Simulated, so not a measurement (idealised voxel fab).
A process module follows: voxel ribs on slabs.
It is cross-section cut that appears here, measuring 185 nm in width, its square cells being 5 nm in size.
Cross-section = grid of square cells, listed top down in bands; band = one or more rows. The entry gives the band's vertical extent as a top height and a bottom height in nm, then its horizontal make-up as materials from left to right, each with a width in nm. "blank" stands for empty space; a single material marked "all across" fills the band edge to edge. Height datum 0, below which the as-received substrate wafer is one material. Lowest band open at the bottom, running downward: "0 down". Graded width ("30..40"): value in top row of band = first number; value in bottom row = second number; row-to-row change constant. Where a step carries "left unchanged", the cross-section came out of it unchanged, cell for cell. What "Fully sealed cavities" gives you is every empty space of 8 cells or more that is cut off from the top. Each appears as width x height at distance, with the distance taken from the left edge and width, height and distance all in nm. Where a step's line continues beyond its settings, the continuation is a remark by the simulator itself on that step. The setting "overlay nm" may be written on the line of a step. When the step uses a mask, the value reports how far to the right of the planned place the mask lay, and a negative value reports that it lay to the left.
Here's what the planned process steps look like:
| 1 | RECEIVE (material Si) |
| 2 | DIRECTIONAL_DEP (material SiO2; thk nm 30) |
| 3 | DIRECTIONAL_DEP (material SiN; thk nm 15) |
| 4 | DIRECTIONAL_DEP (material aC; thk nm 15) |
| 5 | PATTERN (tone cover; mask id RIB; material resist; width nm 30; thk nm 35; overlay nm 0) |
| 6 | DIRECTIONAL_ETCH (etch materials aC; depth nm 15) |
| 7 | STRIP (etch materials resist) |
| 8 | DIRECTIONAL_ETCH (etch materials SiN; depth nm 5) |
| 9 | STRIP (etch materials aC) |
| 10 | DIRECTIONAL_DEP (material aC; thk nm 10) |
| 11 | PATTERN (tone cover; mask id SLAB; material resist; width nm 80; thk nm 30; overlay nm 0) |
| 12 | DIRECTIONAL_ETCH (etch materials aC; depth nm 10) |
| 13 | STRIP (etch materials resist) |
| 14 | DIRECTIONAL_ETCH (etch materials SiN; depth nm 10) |
| 15 | STRIP (etch materials aC) |
| 16 | FILL_DEP (material SiO2; thk nm 15) |
| 17 | CMP (height nm 55) |
| 18 | DIRECTIONAL_DEP (material W; thk nm 10) |
| 19 | MASKED_ETCH (tone cover; mask id HEATER; width nm 40; etch materials W; depth nm 10; overlay nm 0) |
| 20 | CONFORMAL_DEP (material SiN; thk nm 10) |
Step 1 complete: cross-section of the wafer as received:
  0 down  Si all across
  Fully sealed cavities: none
End-of-module cross-section of the first of two wafers, processed as planned:
  75 to 65  blank 60, SiN 60, blank 65
  65 to 55  SiN 70, W 40, SiN 75
  55 to 45  SiO2 all across
  45 to 40  SiO2 75, SiN 30, SiO2 80
  40 to 30  SiO2 50, SiN 80, SiO2 55
  30 to 0  SiO2 all across
  0 down  Si all across
  Fully sealed cavities: none
Second wafer through the module, sectioned at the end: same beginning and same plan as the first wafer, with one mistake in carrying it out:
  75 to 65  blank 60, SiN 60, blank 65
  65 to 55  SiN 70, W 40, SiN 75
  55 to 50  SiO2 all across
  50 to 45  SiO2 75, SiN 30, SiO2 80
  45 to 35  SiO2 50, SiN 80, SiO2 55
  35 to 30  SiN all across
  30 to 0  SiO2 all across
  0 down  Si all across
  Fully sealed cavities: none
Deviation from plan: step 3 was processed under conditions differing from the plan, specifically as DIRECTIONAL_DEP (material SiN; thk nm 20)
Bottom line after processing is that, in cells, the second wafer is up or down on some materials versus the first: SiN +37; SiO2 -37
